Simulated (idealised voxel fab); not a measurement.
The following process module bears the name voxel capacitor over wiring.
Cross-section cut spans 245 nm and uses square cells 5 nm in size.
We lay out every cross-section as a grid of square cells and spell it out in bands from the top down, where one band means one or more rows of cells. Basically the band line says how high the top is and how high the bottom is, in nm, and then what's in it from left to right, every material with its width in nm. Empty space shows up as "blank", and if a single material carries "everywhere" it runs the full band edge to edge. Convention: height 0 is the level below which the wafer, as received, is all one material. The lowest band does not terminate at the bottom but continues downward, represented as "0 and below". Width: "30..40" (first number = top row, second number = bottom row, same change from row to row of cells). Key: "all unchanged" - step with no changed cell in the cross-section. "Sealed-off cavities" means: voids of 8 cells or more that are shut off from the top with no open way through. Written width x height at distance, distance from the left edge, in nm. The remark found on a step's line after its settings is issued by the simulator itself and pertains to that step. overlay nm: where the mask lay relative to plan, measured to the right, on steps with a mask; negatives go left.
-- Planned process steps
1 RECEIVE [material Si]
2 CONFORMAL_DEP [material SiO2] [thk nm 15]
3 DIRECTIONAL_DEP [material TiN] [thk nm 5]
4 DIRECTIONAL_DEP [material W] [thk nm 15]
5 MASKED_ETCH [tone cover] [mask id METAL_1] [width nm 20] [pitch nm 85] [etch materials W] [depth nm 15] [overlay nm 0]
6 MASKED_ETCH [tone cover] [mask id METAL_1] [width nm 20] [pitch nm 85] [etch materials TiN] [depth nm 5] [overlay nm 0]
7 CONFORMAL_DEP [material SiN] [thk nm 5]
8 FILL_DEP [material lowk] [thk nm 10]
9 CMP [height nm 35]
10 CONFORMAL_DEP [material SiCN] [thk nm 5]
11 DIRECTIONAL_DEP [material lowk] [thk nm 20]
12 MASKED_ETCH [tone open] [mask id PLUG_1] [width nm 15] [etch materials lowk] [depth nm 20] [overlay nm 0]
13 MASKED_ETCH [tone open] [mask id PLUG_1] [width nm 15] [etch materials SiCN] [depth nm 5] [overlay nm 0]
14 EPI [material Ru] [thk nm 10]
15 EPI [material Ru] [thk nm 10]
16 EPI [material Ru] [thk nm 5]
17 DIRECTIONAL_DEP [material TiN] [thk nm 5]
18 DIRECTIONAL_DEP [material Al2O3] [thk nm 5]
19 DIRECTIONAL_DEP [material TiN] [thk nm 5]
20 PATTERN [tone cover] [mask id UPPER_PLATE] [material resist] [width nm 70] [thk nm 15] [overlay nm 0]
21 DIRECTIONAL_ETCH [etch materials TiN] [depth nm 5]
22 DIRECTIONAL_ETCH [etch materials Al2O3] [depth nm 5]
23 STRIP [etch materials resist]
24 PATTERN [tone cover] [mask id LOWER_PLATE] [material resist] [width nm 80] [thk nm 20] [overlay nm 0]
25 DIRECTIONAL_ETCH [etch materials TiN] [depth nm 5]
26 STRIP [etch materials resist]
27 FILL_DEP [material SiO2] [thk nm 20]
28 CMP [height nm 90]
29 MASKED_ETCH [tone open] [mask id PLUG_2] [width nm 15] [etch materials SiO2] [depth nm 15] [overlay nm 0]
30 CONFORMAL_DEP [material TiN] [thk nm 5]
31 FILL_DEP [material Ru] [thk nm 10]
32 CMP [height nm 90]
33 CONFORMAL_DEP [material SiN] [thk nm 5]
-- As received (post step 1): cross-section
> 0 and below  Si everywhere
> Sealed-off cavities: none
-- Starting structure and process plan are as shown above, but one mistake was made in running the module; the wafer cross-section at the end of the module follows
> 95 down to 90  SiN everywhere
> 90 down to 80  SiO2 85 nm / TiN 5 nm / Ru 5 nm / TiN 5 nm / SiO2 145 nm
> 80 down to 70  SiO2 85..90 nm / TiN 15..55 nm / SiO2 145..100 nm
> 70 down to 65  SiO2 90 nm / Al2O3 55 nm / SiO2 100 nm
> 65 down to 60  SiO2 70 nm / TiN 80 nm / SiO2 95 nm
> 60 down to 55  lowk 75 nm / Al2O3 15 nm / lowk 155 nm
> 55 down to 50  lowk 75 nm / TiN 15 nm / lowk 155 nm
> 50 down to 40  lowk everywhere
> 40 down to 35  SiCN everywhere
> 35 down to 20  lowk 65 nm / SiN 5 nm / W 20 nm / SiN 5 nm / lowk 55 nm / SiN 5 nm / W 20 nm / SiN 5 nm / lowk 65 nm
> 20 down to 15  SiN 70 nm / TiN 20 nm / SiN 65 nm / TiN 20 nm / SiN 70 nm
> 15 down to 0  SiO2 everywhere
> 0 and below  Si everywhere
> Sealed-off cavities: none
What was the processing mistake? step 12 ran as: MASKED_ETCH [tone open] [mask id PLUG_1] [width nm 15] [etch materials lowk] [depth nm 10] [overlay nm 0]
